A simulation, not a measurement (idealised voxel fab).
process module | voxel transistor to metal
cross-section cut | 260 nm wide | cells 5 nm
A cross-section is a grid of square cells, given in bands from the top down. A band is one or more rows of cells.
Each band's line starts with the height of the band's top and of its bottom, in nm. Then come its materials from left to right, each with its width in nm. One material with "throughout" fills the band from edge to edge. "air" is empty space.
Height 0 is the level under which the wafer as received is all one material. The lowest band goes on downwards, as in "0 down".
A width such as "30 to 40" changes by the same amount from each row of cells to the next, from the band's top row to its bottom row.
"no change" after a step means that no cell of the cross-section changed.
closed voids: empty space of 8 cells or more with no open way to the top, each as width x height at its distance from the left edge, in nm
after a step's settings: what the simulator itself notes on the step
overlay nm, on a step with a mask: how far to the right of its planned place the mask lay; to the left if negative
plan
1 op RECEIVE | material Si
2 op CONFORMAL_DEP | material SiO2 | thk nm 5
3 op CONFORMAL_DEP | material SiN | thk nm 15
4 op DIRECTIONAL_DEP | material aC | thk nm 15
5 op PATTERN | tone cover | mask id ACTIVE | material resist | width nm 105 | pitch nm 125 | thk nm 35 | overlay nm 0
6 op DIRECTIONAL_ETCH | etch materials aC | depth nm 15
7 op STRIP | etch materials resist
8 op DIRECTIONAL_ETCH | etch materials SiN | depth nm 15
9 op DIRECTIONAL_ETCH | etch materials SiO2 | depth nm 5
10 op DIRECTIONAL_ETCH | etch materials Si | depth nm 30
11 op STRIP | etch materials aC
12 op FILL_DEP | material SiO2 | thk nm 10
13 op CMP | height nm 20
14 op SELECTIVE_ETCH | etch materials SiO2 | depth nm 5
15 op STRIP | etch materials SiN
16 op SELECTIVE_ETCH | etch materials SiO2 | depth nm 5
17 op OXIDIZE | depth nm 5
18 op DIRECTIONAL_DEP | material polySi | thk nm 25
19 op DIRECTIONAL_DEP | material SiCN | thk nm 10
20 op MASKED_ETCH | tone cover | mask id GATE | width nm 15 | pitch nm 125 | etch materials SiCN | depth nm 20 | overlay nm 0
21 op MASKED_ETCH | tone cover | mask id GATE | width nm 15 | pitch nm 125 | etch materials polySi | depth nm 35 | overlay nm 0
22 op CONFORMAL_DEP | material SiN | thk nm 5
23 op DIRECTIONAL_ETCH | etch materials SiN | depth nm 5
24 op DIRECTIONAL_ETCH | etch materials SiO2 | depth nm 5
25 op EPI | material nSi | thk nm 5
26 op FILL_DEP | material SiO2 | thk nm 10
27 op CMP | height nm 35
28 op DIRECTIONAL_DEP | material SiO2 | thk nm 10
29 op DIRECTIONAL_DEP | material aC | thk nm 10
30 op PATTERN | tone open | mask id CONTACT | material resist | width nm 20 | thk nm 25 | overlay nm 0
31 op DIRECTIONAL_ETCH | etch materials aC | depth nm 10
32 op STRIP | etch materials resist
33 op DIRECTIONAL_ETCH | etch materials SiO2 | depth nm 45
34 op STRIP | etch materials aC
35 op CONFORMAL_DEP | material TiN | thk nm 5
36 op FILL_DEP | material W | thk nm 10
37 op CMP | height nm 45
38 op DIRECTIONAL_DEP | material TiN | thk nm 5
39 op DIRECTIONAL_DEP | material W | thk nm 20
40 op MASKED_ETCH | tone cover | mask id METAL_1 | width nm 20 | etch materials W | depth nm 20 | overlay nm 0
41 op MASKED_ETCH | tone cover | mask id METAL_1 | width nm 20 | etch materials TiN | depth nm 5 | overlay nm 0
42 op FILL_DEP | material lowk | thk nm 5
43 op CMP | height nm 70
44 op CONFORMAL_DEP | material SiCN | thk nm 5
45 op DIRECTIONAL_DEP | material SiO2 | thk nm 25
46 op PATTERN | tone open | mask id METAL_2 | material resist | width nm 20 | pitch nm 125 | thk nm 15 | overlay nm 0
47 op DIRECTIONAL_ETCH | etch materials SiO2 | depth nm 15
48 op STRIP | etch materials resist
49 op PATTERN | tone open | mask id METAL_2_HOLES | material resist | width nm 15 | pitch nm 125 | thk nm 20 | overlay nm 0
50 op DIRECTIONAL_ETCH | etch materials SiO2 | depth nm 10
51 op DIRECTIONAL_ETCH | etch materials SiCN | depth nm 5
52 op STRIP | etch materials resist
53 op CONFORMAL_DEP | material TiN | thk nm 5
54 op FILL_DEP | material Ru | thk nm 10
55 op CMP | height nm 100
56 op CONFORMAL_DEP | material SiN | thk nm 5
first wafer, as planned
as received, after step 1
  0 down: Si throughout
  closed voids: none
after step 2
  5 to 0: SiO2 throughout
  below 0: unchanged
after step 3
  20 to 5: SiN throughout
  below 5: unchanged
after step 4
  35 to 20: aC throughout
  below 20: unchanged
after step 5
  70 to 35: air 15 | resist 105 | air 20 | resist 105 | air 15
  below 35: unchanged
after step 6
  55 to 35: air 15 | resist 105 | air 20 | resist 105 | air 15
  35 to 20: air 15 | aC 105 | air 20 | aC 105 | air 15
  below 20: unchanged
after step 7
  35 to 20: air 15 | aC 105 | air 20 | aC 105 | air 15
  below 20: unchanged
after step 8
  35 to 20: air 15 | aC 105 | air 20 | aC 105 | air 15
  20 to 5: air 15 | SiN 105 | air 20 | SiN 105 | air 15
  below 5: unchanged
after step 9
  35 to 20: air 15 | aC 105 | air 20 | aC 105 | air 15
  20 to 5: air 15 | SiN 105 | air 20 | SiN 105 | air 15
  5 to 0: air 15 | SiO2 105 | air 20 | SiO2 105 | air 15
  below 0: unchanged
after step 10
  35 to 20: air 15 | aC 105 | air 20 | aC 105 | air 15
  20 to 5: air 15 | SiN 105 | air 20 | SiN 105 | air 15
  5 to 0: air 15 | SiO2 105 | air 20 | SiO2 105 | air 15
  0 to -30: air 15 | Si 105 | air 20 | Si 105 | air 15
  below -30: unchanged
after step 11
  20 to 5: air 15 | SiN 105 | air 20 | SiN 105 | air 15
  below 5: unchanged
after step 12
  30 to 20: SiO2 throughout
  20 to 5: SiO2 15 | SiN 105 | SiO2 20 | SiN 105 | SiO2 15
  5 to 0: SiO2 throughout
  0 to -30: SiO2 15 | Si 105 | SiO2 20 | Si 105 | SiO2 15
  below -30: unchanged
after step 13
  20 to 5: SiO2 15 | SiN 105 | SiO2 20 | SiN 105 | SiO2 15
  below 5: unchanged
after step 14
  20 to 15: air 15 | SiN 105 | air 20 | SiN 105 | air 15
  below 15: unchanged
after step 15
  15 to 5: SiO2 15 | air 105 | SiO2 20 | air 105 | SiO2 15
  below 5: unchanged
after step 16
  10 to 0: SiO2 10 | air 115 | SiO2 10 | air 115 | SiO2 10
  below 0: unchanged
after step 17
  10 to 0: SiO2 10 | air 115 | SiO2 10 | air 115 | SiO2 10
  0 to -5: SiO2 throughout
  below -5: unchanged
after step 18
  35 to 25: polySi 10 | air 115 | polySi 10 | air 115 | polySi 10
  25 to 10: polySi throughout
  10 to 0: SiO2 10 | polySi 115 | SiO2 10 | polySi 115 | SiO2 10
  below 0: unchanged
after step 19
  45 to 35: SiCN 10 | air 115 | SiCN 10 | air 115 | SiCN 10
  35 to 25: polySi 10 | SiCN 115 | polySi 10 | SiCN 115 | polySi 10
  below 25: unchanged
after step 20
  35 to 25: polySi 10 | air 50 | SiCN 15 | air 50 | polySi 10 | air 50 | SiCN 15 | air 50 | polySi 10
  below 25: unchanged
after step 21
  35 to 25: air 60 | SiCN 15 | air 110 | SiCN 15 | air 60
  25 to 10: air 60 | polySi 15 | air 110 | polySi 15 | air 60
  10 to 0: SiO2 10 | air 50 | polySi 15 | air 50 | SiO2 10 | air 50 | polySi 15 | air 50 | SiO2 10
  below 0: unchanged
after step 22
  40 to 35: air 55 | SiN 25 | air 100 | SiN 25 | air 55
  35 to 25: air 55 | SiN 5 | SiCN 15 | SiN 5 | air 100 | SiN 5 | SiCN 15 | SiN 5 | air 55
  25 to 15: air 55 | SiN 5 | polySi 15 | SiN 5 | air 100 | SiN 5 | polySi 15 | SiN 5 | air 55
  15 to 10: SiN 15 | air 40 | SiN 5 | polySi 15 | SiN 5 | air 40 | SiN 20 | air 40 | SiN 5 | polySi 15 | SiN 5 | air 40 | SiN 15
  10 to 5: SiO2 10 | SiN 5 | air 40 | SiN 5 | polySi 15 | SiN 5 | air 40 | SiN 5 | SiO2 10 | SiN 5 | air 40 | SiN 5 | polySi 15 | SiN 5 | air 40 | SiN 5 | SiO2 10
  5 to 0: SiO2 10 | SiN 50 | polySi 15 | SiN 50 | SiO2 10 | SiN 50 | polySi 15 | SiN 50 | SiO2 10
  below 0: unchanged
after step 23
  35 to 25: air 55 | SiN 5 | SiCN 15 | SiN 5 | air 100 | SiN 5 | SiCN 15 | SiN 5 | air 55
  25 to 10: air 55 | SiN 5 | polySi 15 | SiN 5 | air 100 | SiN 5 | polySi 15 | SiN 5 | air 55
  10 to 0: SiO2 10 | SiN 5 | air 40 | SiN 5 | polySi 15 | SiN 5 | air 40 | SiN 5 | SiO2 10 | SiN 5 | air 40 | SiN 5 | polySi 15 | SiN 5 | air 40 | SiN 5 | SiO2 10
  below 0: unchanged
after step 24
  35 to 25: air 55 | SiN 5 | SiCN 15 | SiN 5 | air 100 | SiN 5 | SiCN 15 | SiN 5 | air 55
  25 to 10: air 55 | SiN 5 | polySi 15 | SiN 5 | air 100 | SiN 5 | polySi 15 | SiN 5 | air 55
  10 to 5: air 10 | SiN 5 | air 40 | SiN 5 | polySi 15 | SiN 5 | air 40 | SiN 5 | air 10 | SiN 5 | air 40 | SiN 5 | polySi 15 | SiN 5 | air 40 | SiN 5 | air 10
  5 to 0: SiO2 10 | SiN 5 | air 40 | SiN 5 | polySi 15 | SiN 5 | air 40 | SiN 5 | SiO2 10 | SiN 5 | air 40 | SiN 5 | polySi 15 | SiN 5 | air 40 | SiN 5 | SiO2 10
  0 to -5: SiO2 15 | air 40 | SiO2 25 | air 40 | SiO2 20 | air 40 | SiO2 25 | air 40 | SiO2 15
  below -5: unchanged
after step 25
  35 to 25: air 55 | SiN 5 | SiCN 15 | SiN 5 | air 100 | SiN 5 | SiCN 15 | SiN 5 | air 55
  25 to 10: air 55 | SiN 5 | polySi 15 | SiN 5 | air 100 | SiN 5 | polySi 15 | SiN 5 | air 55
  10 to 5: air 10 | SiN 5 | air 40 | SiN 5 | polySi 15 | SiN 5 | air 40 | SiN 5 | air 10 | SiN 5 | air 40 | SiN 5 | polySi 15 | SiN 5 | air 40 | SiN 5 | air 10
  5 to 0: SiO2 10 | SiN 5 | air 40 | SiN 5 | polySi 15 | SiN 5 | air 40 | SiN 5 | SiO2 10 | SiN 5 | air 40 | SiN 5 | polySi 15 | SiN 5 | air 40 | SiN 5 | SiO2 10
  0 to -5: SiO2 15 | nSi 40 | SiO2 25 | nSi 40 | SiO2 20 | nSi 40 | SiO2 25 | nSi 40 | SiO2 15
  below -5: unchanged
after step 26
  45 to 35: SiO2 throughout
  35 to 25: SiO2 55 | SiN 5 | SiCN 15 | SiN 5 | SiO2 100 | SiN 5 | SiCN 15 | SiN 5 | SiO2 55
  25 to 10: SiO2 55 | SiN 5 | polySi 15 | SiN 5 | SiO2 100 | SiN 5 | polySi 15 | SiN 5 | SiO2 55
  10 to 0: SiO2 10 | SiN 5 | SiO2 40 | SiN 5 | polySi 15 | SiN 5 | SiO2 40 | SiN 5 | SiO2 10 | SiN 5 | SiO2 40 | SiN 5 | polySi 15 | SiN 5 | SiO2 40 | SiN 5 | SiO2 10
  below 0: unchanged
after step 27
  35 to 25: SiO2 55 | SiN 5 | SiCN 15 | SiN 5 | SiO2 100 | SiN 5 | SiCN 15 | SiN 5 | SiO2 55
  below 25: unchanged
after step 28
  45 to 35: SiO2 throughout
  below 35: unchanged
after step 29
  55 to 45: aC throughout
  below 45: unchanged
after step 30
  80 to 55: resist 20 | air 20 | resist 55 | air 20 | resist 30 | air 20 | resist 55 | air 20 | resist 20
  below 55: unchanged
after step 31
  70 to 55: resist 20 | air 20 | resist 55 | air 20 | resist 30 | air 20 | resist 55 | air 20 | resist 20
  55 to 45: aC 20 | air 20 | aC 55 | air 20 | aC 30 | air 20 | aC 55 | air 20 | aC 20
  below 45: unchanged
after step 32
  55 to 45: aC 20 | air 20 | aC 55 | air 20 | aC 30 | air 20 | aC 55 | air 20 | aC 20
  below 45: unchanged
after step 33
  55 to 45: aC 20 | air 20 | aC 55 | air 20 | aC 30 | air 20 | aC 55 | air 20 | aC 20
  45 to 35: SiO2 20 | air 20 | SiO2 55 | air 20 | SiO2 30 | air 20 | SiO2 55 | air 20 | SiO2 20
  35 to 25: SiO2 20 | air 20 | SiO2 15 | SiN 5 | SiCN 15 | SiN 5 | SiO2 15 | air 20 | SiO2 30 | air 20 | SiO2 15 | SiN 5 | SiCN 15 | SiN 5 | SiO2 15 | air 20 | SiO2 20
  25 to 10: SiO2 20 | air 20 | SiO2 15 | SiN 5 | polySi 15 | SiN 5 | SiO2 15 | air 20 | SiO2 30 | air 20 | SiO2 15 | SiN 5 | polySi 15 | SiN 5 | SiO2 15 | air 20 | SiO2 20
  10 to 0: SiO2 10 | SiN 5 | SiO2 5 | air 20 | SiO2 15 | SiN 5 | polySi 15 | SiN 5 | SiO2 15 | air 20 | SiO2 5 | SiN 5 | SiO2 10 | SiN 5 | SiO2 5 | air 20 | SiO2 15 | SiN 5 | polySi 15 | SiN 5 | SiO2 15 | air 20 | SiO2 5 | SiN 5 | SiO2 10
  below 0: unchanged
after step 34
  45 to 35: SiO2 20 | air 20 | SiO2 55 | air 20 | SiO2 30 | air 20 | SiO2 55 | air 20 | SiO2 20
  below 35: unchanged
after step 35
  50 to 45: TiN 25 | air 10 | TiN 65 | air 10 | TiN 40 | air 10 | TiN 65 | air 10 | TiN 25
  45 to 35: SiO2 20 | TiN 5 | air 10 | TiN 5 | SiO2 55 | TiN 5 | air 10 | TiN 5 | SiO2 30 | TiN 5 | air 10 | TiN 5 | SiO2 55 | TiN 5 | air 10 | TiN 5 | SiO2 20
  35 to 25: SiO2 20 | TiN 5 | air 10 | TiN 5 | SiO2 15 | SiN 5 | SiCN 15 | SiN 5 | SiO2 15 | TiN 5 | air 10 | TiN 5 | SiO2 30 | TiN 5 | air 10 | TiN 5 | SiO2 15 | SiN 5 | SiCN 15 | SiN 5 | SiO2 15 | TiN 5 | air 10 | TiN 5 | SiO2 20
  25 to 10: SiO2 20 | TiN 5 | air 10 | TiN 5 | SiO2 15 | SiN 5 | polySi 15 | SiN 5 | SiO2 15 | TiN 5 | air 10 | TiN 5 | SiO2 30 | TiN 5 | air 10 | TiN 5 | SiO2 15 | SiN 5 | polySi 15 | SiN 5 | SiO2 15 | TiN 5 | air 10 | TiN 5 | SiO2 20
  10 to 5: SiO2 10 | SiN 5 | SiO2 5 | TiN 5 | air 10 | TiN 5 | SiO2 15 | SiN 5 | polySi 15 | SiN 5 | SiO2 15 | TiN 5 | air 10 | TiN 5 | SiO2 5 | SiN 5 | SiO2 10 | SiN 5 | SiO2 5 | TiN 5 | air 10 | TiN 5 | SiO2 15 | SiN 5 | polySi 15 | SiN 5 | SiO2 15 | TiN 5 | air 10 | TiN 5 | SiO2 5 | SiN 5 | SiO2 10
  5 to 0: SiO2 10 | SiN 5 | SiO2 5 | TiN 20 | SiO2 15 | SiN 5 | polySi 15 | SiN 5 | SiO2 15 | TiN 20 | SiO2 5 | SiN 5 | SiO2 10 | SiN 5 | SiO2 5 | TiN 20 | SiO2 15 | SiN 5 | polySi 15 | SiN 5 | SiO2 15 | TiN 20 | SiO2 5 | SiN 5 | SiO2 10
  below 0: unchanged
after step 36
  60 to 50: W throughout
  50 to 45: TiN 25 | W 10 | TiN 65 | W 10 | TiN 40 | W 10 | TiN 65 | W 10 | TiN 25
  45 to 35: SiO2 20 | TiN 5 | W 10 | TiN 5 | SiO2 55 | TiN 5 | W 10 | TiN 5 | SiO2 30 | TiN 5 | W 10 | TiN 5 | SiO2 55 | TiN 5 | W 10 | TiN 5 | SiO2 20
  35 to 25: SiO2 20 | TiN 5 | W 10 | TiN 5 | SiO2 15 | SiN 5 | SiCN 15 | SiN 5 | SiO2 15 | TiN 5 | W 10 | TiN 5 | SiO2 30 | TiN 5 | W 10 | TiN 5 | SiO2 15 | SiN 5 | SiCN 15 | SiN 5 | SiO2 15 | TiN 5 | W 10 | TiN 5 | SiO2 20
  25 to 10: SiO2 20 | TiN 5 | W 10 | TiN 5 | SiO2 15 | SiN 5 | polySi 15 | SiN 5 | SiO2 15 | TiN 5 | W 10 | TiN 5 | SiO2 30 | TiN 5 | W 10 | TiN 5 | SiO2 15 | SiN 5 | polySi 15 | SiN 5 | SiO2 15 | TiN 5 | W 10 | TiN 5 | SiO2 20
  10 to 5: SiO2 10 | SiN 5 | SiO2 5 | TiN 5 | W 10 | TiN 5 | SiO2 15 | SiN 5 | polySi 15 | SiN 5 | SiO2 15 | TiN 5 | W 10 | TiN 5 | SiO2 5 | SiN 5 | SiO2 10 | SiN 5 | SiO2 5 | TiN 5 | W 10 | TiN 5 | SiO2 15 | SiN 5 | polySi 15 | SiN 5 | SiO2 15 | TiN 5 | W 10 | TiN 5 | SiO2 5 | SiN 5 | SiO2 10
  below 5: unchanged
after step 37
  45 to 35: SiO2 20 | TiN 5 | W 10 | TiN 5 | SiO2 55 | TiN 5 | W 10 | TiN 5 | SiO2 30 | TiN 5 | W 10 | TiN 5 | SiO2 55 | TiN 5 | W 10 | TiN 5 | SiO2 20
  below 35: unchanged
after step 38
  50 to 45: TiN throughout
  below 45: unchanged
after step 39
  70 to 50: W throughout
  below 50: unchanged
after step 40
  70 to 50: air 20 | W 20 | air 55 | W 20 | air 30 | W 20 | air 55 | W 20 | air 20
  below 50: unchanged
after step 41
  70 to 50: air 20 | W 20 | air 55 | W 20 | air 30 | W 20 | air 55 | W 20 | air 20
  50 to 45: air 20 | TiN 20 | air 55 | TiN 20 | air 30 | TiN 20 | air 55 | TiN 20 | air 20
  below 45: unchanged
after step 42
  75 to 70: lowk throughout
  70 to 50: lowk 20 | W 20 | lowk 55 | W 20 | lowk 30 | W 20 | lowk 55 | W 20 | lowk 20
  50 to 45: lowk 20 | TiN 20 | lowk 55 | TiN 20 | lowk 30 | TiN 20 | lowk 55 | TiN 20 | lowk 20
  below 45: unchanged
after step 43
  70 to 50: lowk 20 | W 20 | lowk 55 | W 20 | lowk 30 | W 20 | lowk 55 | W 20 | lowk 20
  below 50: unchanged
after step 44
  75 to 70: SiCN throughout
  below 70: unchanged
after step 45
  100 to 75: SiO2 throughout
  below 75: unchanged
after step 46
  115 to 100: resist 20 | air 20 | resist 105 | air 20 | resist 95
  below 100: unchanged
after step 47
  115 to 100: resist 20 | air 20 | resist 105 | air 20 | resist 95
  100 to 85: SiO2 20 | air 20 | SiO2 105 | air 20 | SiO2 95
  below 85: unchanged
after step 48
  100 to 85: SiO2 20 | air 20 | SiO2 105 | air 20 | SiO2 95
  below 85: unchanged
after step 49
  120 to 100: resist 20 | air 15 | resist 110 | air 15 | resist 100
  100 to 85: SiO2 20 | air 15 | resist 5 | SiO2 105 | air 15 | resist 5 | SiO2 95
  below 85: unchanged
after step 50
  120 to 100: resist 20 | air 15 | resist 110 | air 15 | resist 100
  100 to 85: SiO2 20 | air 15 | resist 5 | SiO2 105 | air 15 | resist 5 | SiO2 95
  85 to 75: SiO2 20 | air 15 | SiO2 110 | air 15 | SiO2 100
  below 75: unchanged
after step 51
  120 to 100: resist 20 | air 15 | resist 110 | air 15 | resist 100
  100 to 85: SiO2 20 | air 15 | resist 5 | SiO2 105 | air 15 | resist 5 | SiO2 95
  85 to 75: SiO2 20 | air 15 | SiO2 110 | air 15 | SiO2 100
  75 to 70: SiCN 20 | air 15 | SiCN 110 | air 15 | SiCN 100
  below 70: unchanged
after step 52
  100 to 85: SiO2 20 | air 20 | SiO2 105 | air 20 | SiO2 95
  below 85: unchanged
after step 53
  105 to 100: TiN 25 | air 10 | TiN 115 | air 10 | TiN 100
  100 to 90: SiO2 20 | TiN 5 | air 10 | TiN 5 | SiO2 105 | TiN 5 | air 10 | TiN 5 | SiO2 95
  90 to 85: SiO2 20 | TiN 5 | air 5 | TiN 10 | SiO2 105 | TiN 5 | air 5 | TiN 10 | SiO2 95
  85 to 75: SiO2 20 | TiN 5 | air 5 | TiN 5 | SiO2 110 | TiN 5 | air 5 | TiN 5 | SiO2 100
  75 to 70: SiCN 20 | TiN 15 | SiCN 110 | TiN 15 | SiCN 100
  below 70: unchanged
after step 54
  115 to 105: Ru throughout
  105 to 100: TiN 25 | Ru 10 | TiN 115 | Ru 10 | TiN 100
  100 to 90: SiO2 20 | TiN 5 | Ru 10 | TiN 5 | SiO2 105 | TiN 5 | Ru 10 | TiN 5 | SiO2 95
  90 to 85: SiO2 20 | TiN 5 | Ru 5 | TiN 10 | SiO2 105 | TiN 5 | Ru 5 | TiN 10 | SiO2 95
  85 to 75: SiO2 20 | TiN 5 | Ru 5 | TiN 5 | SiO2 110 | TiN 5 | Ru 5 | TiN 5 | SiO2 100
  below 75: unchanged
after step 55
  100 to 90: SiO2 20 | TiN 5 | Ru 10 | TiN 5 | SiO2 105 | TiN 5 | Ru 10 | TiN 5 | SiO2 95
  below 90: unchanged
after step 56
  105 to 100: SiN throughout
  below 100: unchanged
second wafer: like start, like plan, one mistake. Through step 41 it matches the first wafer
when step 42 should have ended
  75 to 70: aC throughout
  70 to 50: aC 20 | W 20 | aC 55 | W 20 | aC 30 | W 20 | aC 55 | W 20 | aC 20
  50 to 45: aC 20 | TiN 20 | aC 55 | TiN 20 | aC 30 | TiN 20 | aC 55 | TiN 20 | aC 20
  below 45: unchanged
when step 43 should have ended
  70 to 50: aC 20 | W 20 | aC 55 | W 20 | aC 30 | W 20 | aC 55 | W 20 | aC 20
  below 50: unchanged
when step 44 should have ended
  75 to 70: SiCN throughout
  below 70: unchanged
when step 45 should have ended
  100 to 75: SiO2 throughout
  below 75: unchanged
when step 46 should have ended
  115 to 100: resist 20 | air 20 | resist 105 | air 20 | resist 95
  below 100: unchanged
when step 47 should have ended
  115 to 100: resist 20 | air 20 | resist 105 | air 20 | resist 95
  100 to 85: SiO2 20 | air 20 | SiO2 105 | air 20 | SiO2 95
  below 85: unchanged
when step 48 should have ended
  100 to 85: SiO2 20 | air 20 | SiO2 105 | air 20 | SiO2 95
  below 85: unchanged
when step 49 should have ended
  120 to 100: resist 20 | air 15 | resist 110 | air 15 | resist 100
  100 to 85: SiO2 20 | air 15 | resist 5 | SiO2 105 | air 15 | resist 5 | SiO2 95
  below 85: unchanged
when step 50 should have ended
  120 to 100: resist 20 | air 15 | resist 110 | air 15 | resist 100
  100 to 85: SiO2 20 | air 15 | resist 5 | SiO2 105 | air 15 | resist 5 | SiO2 95
  85 to 75: SiO2 20 | air 15 | SiO2 110 | air 15 | SiO2 100
  below 75: unchanged
when step 51 should have ended
  120 to 100: resist 20 | air 15 | resist 110 | air 15 | resist 100
  100 to 85: SiO2 20 | air 15 | resist 5 | SiO2 105 | air 15 | resist 5 | SiO2 95
  85 to 75: SiO2 20 | air 15 | SiO2 110 | air 15 | SiO2 100
  75 to 70: SiCN 20 | air 15 | SiCN 110 | air 15 | SiCN 100
  below 70: unchanged
when step 52 should have ended
  100 to 85: SiO2 20 | air 20 | SiO2 105 | air 20 | SiO2 95
  below 85: unchanged
when step 53 should have ended
  105 to 100: TiN 25 | air 10 | TiN 115 | air 10 | TiN 100
  100 to 90: SiO2 20 | TiN 5 | air 10 | TiN 5 | SiO2 105 | TiN 5 | air 10 | TiN 5 | SiO2 95
  90 to 85: SiO2 20 | TiN 5 | air 5 | TiN 10 | SiO2 105 | TiN 5 | air 5 | TiN 10 | SiO2 95
  85 to 75: SiO2 20 | TiN 5 | air 5 | TiN 5 | SiO2 110 | TiN 5 | air 5 | TiN 5 | SiO2 100
  75 to 70: SiCN 20 | TiN 15 | SiCN 110 | TiN 15 | SiCN 100
  below 70: unchanged
when step 54 should have ended
  115 to 105: Ru throughout
  105 to 100: TiN 25 | Ru 10 | TiN 115 | Ru 10 | TiN 100
  100 to 90: SiO2 20 | TiN 5 | Ru 10 | TiN 5 | SiO2 105 | TiN 5 | Ru 10 | TiN 5 | SiO2 95
  90 to 85: SiO2 20 | TiN 5 | Ru 5 | TiN 10 | SiO2 105 | TiN 5 | Ru 5 | TiN 10 | SiO2 95
  85 to 75: SiO2 20 | TiN 5 | Ru 5 | TiN 5 | SiO2 110 | TiN 5 | Ru 5 | TiN 5 | SiO2 100
  below 75: unchanged
when step 55 should have ended
  100 to 90: SiO2 20 | TiN 5 | Ru 10 | TiN 5 | SiO2 105 | TiN 5 | Ru 10 | TiN 5 | SiO2 95
  below 90: unchanged
when step 56 should have ended
  105 to 100: SiN throughout
  below 100: unchanged
what went wrong: step 42 ran as: op FILL_DEP | material aC | thk nm 5
at the end the second wafer has, in cells: 180 more of aC | 180 fewer of lowk
